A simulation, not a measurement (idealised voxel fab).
You're looking at the process module voxel trench capacitor.
Cross-section cut spans 160 nm and uses square cells 5 nm in size.
Each cross-section below is a grid of square cells, stated as bands in top-down order, with one or more rows of cells making up each band. Look at the band entry: it leads with the top's height and the bottom's height in nm. Then it lists the materials left to right, with a width in nm for each. The word "edge to edge" on a single material says that material fills the band edge to edge. The word "blank" is empty space. Height datum 0, below which the as-received substrate wafer is one material. Lowest band open at the bottom, running downward: "from 0 down". You'd read "30->40" like this: the band's top row of cells is as wide as the first number, its bottom row is as wide as the second, and going down, every row changes width by the same amount as the row before did. Where the words "nothing different" appear for a step, the cross-section shows no cell changed by that step; every cell remained as before. Any empty space of 8 cells or more lacking an open way to the top shows up in "Listed closed voids" as width x height at distance, distance from the left edge, in nm. That trailing text on a step's line, after the settings, is the simulator's own remark on the step. If you see "overlay nm" on a step's line and that step has a mask, it's telling you how far right of where it was planned the mask ended up; a negative number means it went left instead.
LISTED BELOW ARE THE PROCESS STEPS AS PLANNED
step 1: RECEIVE: material Si
step 2: CONFORMAL_DEP: material SiN, thk nm 5
step 3: DIRECTIONAL_DEP: material aC, thk nm 15
step 4: PATTERN: tone open, mask id TRENCH, material resist, width nm 15, pitch nm 45, thk nm 35, overlay nm 0
step 5: DIRECTIONAL_ETCH: etch materials aC, depth nm 15
step 6: STRIP: etch materials resist
step 7: DIRECTIONAL_ETCH: etch materials SiN, depth nm 5
step 8: DIRECTIONAL_ETCH: etch materials Si, depth nm 30
step 9: STRIP: etch materials aC
step 10: CONFORMAL_DEP: material Al2O3, thk nm 5
step 11: CONFORMAL_DEP: material TiN, thk nm 5
step 12: FILL_DEP: material W, thk nm 10
step 13: CMP: height nm 5
What sets these wafers apart? The width nm at step 4. They all start alike, and the plan carries the first wafer's value.
CROSS-SECTION OF THE FIRST OF SEVERAL RECEIVED WAFERS, SHOWING ITS STATE AFTER STEP 1
  from 0 down: Si edge to edge
  Listed closed voids: none
SHOWN IN CROSS-SECTION: THE FIRST OF SEVERAL WAFERS AT THE END OF THE MODULE, AFTER ITS LAST STEP, STEP 13
  from 5 to 0: SiN 50 nm / Al2O3 5 nm / TiN 5 nm / Al2O3 5 nm / SiN 30 nm / Al2O3 5 nm / TiN 5 nm / Al2O3 5 nm / SiN 50 nm
  from 0 to -25: Si 50 nm / Al2O3 5 nm / TiN 5 nm / Al2O3 5 nm / Si 30 nm / Al2O3 5 nm / TiN 5 nm / Al2O3 5 nm / Si 50 nm
  from -25 to -30: Si 50 nm / Al2O3 15 nm / Si 30 nm / Al2O3 15 nm / Si 50 nm
  from -30 down: Si edge to edge
  Listed closed voids: none
LAST-WAFER CROSS-SECTION AT THE END OF THE MODULE
  from 5 to 0: SiN 45 nm / Al2O3 5 nm / TiN 5 nm / W 10 nm / TiN 5 nm / Al2O3 5 nm / SiN 15 nm / Al2O3 5 nm / TiN 5 nm / W 10 nm / TiN 5 nm / Al2O3 5 nm / SiN 40 nm
  from 0 to -20: Si 45 nm / Al2O3 5 nm / TiN 5 nm / W 10 nm / TiN 5 nm / Al2O3 5 nm / Si 15 nm / Al2O3 5 nm / TiN 5 nm / W 10 nm / TiN 5 nm / Al2O3 5 nm / Si 40 nm
  from -20 to -25: Si 45 nm / Al2O3 5 nm / TiN 20 nm / Al2O3 5 nm / Si 15 nm / Al2O3 5 nm / TiN 20 nm / Al2O3 5 nm / Si 40 nm
  from -25 to -30: Si 45 nm / Al2O3 30 nm / Si 15 nm / Al2O3 30 nm / Si 40 nm
  from -30 down: Si edge to edge
  Listed closed voids: none
BELOW, A ROW FOR EVERY WAFER. READ IT AS THE END-OF-MODULE PICTURE: FOR EACH MATERIAL THE WAFER SHOWS ITS CELLS GAINED (+) OR LOST (-) SINCE IT WAS RECEIVED, AND THEN ITS CLOSED VOIDS
width nm 15, +30 Al2O3, -36 Si, +26 SiN, +12 TiN, Listed closed voids: none
width nm 20, +32 Al2O3, -48 Si, +24 SiN, +24 TiN, Listed closed voids: none
width nm 25, +34 Al2O3, -60 Si, +22 SiN, +26 TiN, +10 W, Listed closed voids: none
width nm 30, +36 Al2O3, -72 Si, +20 SiN, +28 TiN, +20 W, Listed closed voids: none
